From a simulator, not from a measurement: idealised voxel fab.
Process module heading - voxel released beams
Square cell edge 5 nm, section width 285 nm, ID cut.
Bands, listed from the top down, are how a cross-section gets written in this document; the cross-section itself is a grid of square cells, and a band is one or more rows of them. The entry gives the band's vertical extent as a top height and a bottom height in nm, then its horizontal make-up as materials from left to right, each with a width in nm. "air" stands for empty space; a single material marked "full width" fills the band edge to edge. Ref level 0: as-received wafer is one material below here. Bottom band extends down with no lower bound ("0 -> down"). Graded width ("30 to 40"): value in top row of band = first number; value in bottom row = second number; row-to-row change constant. Any step labelled "no change" changed none of the cells in the cross-section. Look at "Enclosed void list" for the closed voids: empty spaces with no open path to the top, sized 8 cells or up. Each is width x height at distance, distance from the left edge, all nm. Read whatever lies past the settings on a step's line as the simulator's own remark about the step. overlay nm: for a step with a mask, the amount by which the mask lay right of where it was planned; a negative amount means left of it.
Set out below are the planned steps of the process
- 1: RECEIVE | material Si
- 2: CONFORMAL_DEP | material SiN | thk nm 5
- 3: DIRECTIONAL_DEP | material SiO2 | thk nm 20
- 4: MASKED_ETCH | tone open | mask id ANCHOR | width nm 45 | etch materials SiO2 | depth nm 20 | overlay nm 0
- 5: CONFORMAL_DEP | material polySi | thk nm 15
- 6: DIRECTIONAL_DEP | material aC | thk nm 10
- 7: PATTERN | tone cover | mask id BEAM | material resist | width nm 95 | thk nm 30 | overlay nm 0
- 8: DIRECTIONAL_ETCH | etch materials aC | depth nm 10
- 9: STRIP | etch materials resist
- 10: DIRECTIONAL_ETCH | etch materials polySi | depth nm 15
- 11: STRIP | etch materials aC
- 12: STRIP | etch materials SiO2
Cross-sectional view of the wafer in its as-received condition, corresponding to the state after step 1
0 -> down = Si full width
Enclosed void list: none
Here's the cross-section of the first of our two wafers at the end of the module - it ran as planned
40 -> 25 = air (90)  polySi (20)  air (15)  polySi (60)  air (100)
25 -> 20 = air (95)  polySi (15)  air (15)  polySi (15)  air (145)
20 -> 5 = air (95)  polySi (45)  air (145)
5 -> 0 = SiN full width
0 -> down = Si full width
Enclosed void list: none
Second wafer of the two, sectioned at the end of the module. It began like the first and followed the same plan, but one mistake was made while running it
40 -> 25 = air (90)  polySi (25)  air (10)  polySi (60)  air (100)
25 -> 20 = air (100)  polySi (15)  air (10)  polySi (15)  air (145)
20 -> 5 = air (100)  polySi (40)  air (145)
5 -> 0 = SiN full width
0 -> down = Si full width
Enclosed void list: none
Diagnosis: in deviation from the planned setting, step 4 was conducted as MASKED_ETCH | tone open | mask id ANCHOR | width nm 40 | etch materials SiO2 | depth nm 20 | overlay nm 0
Tallied in cells, the final second wafer holds each material in the same quantity as the first, although not at the same places.
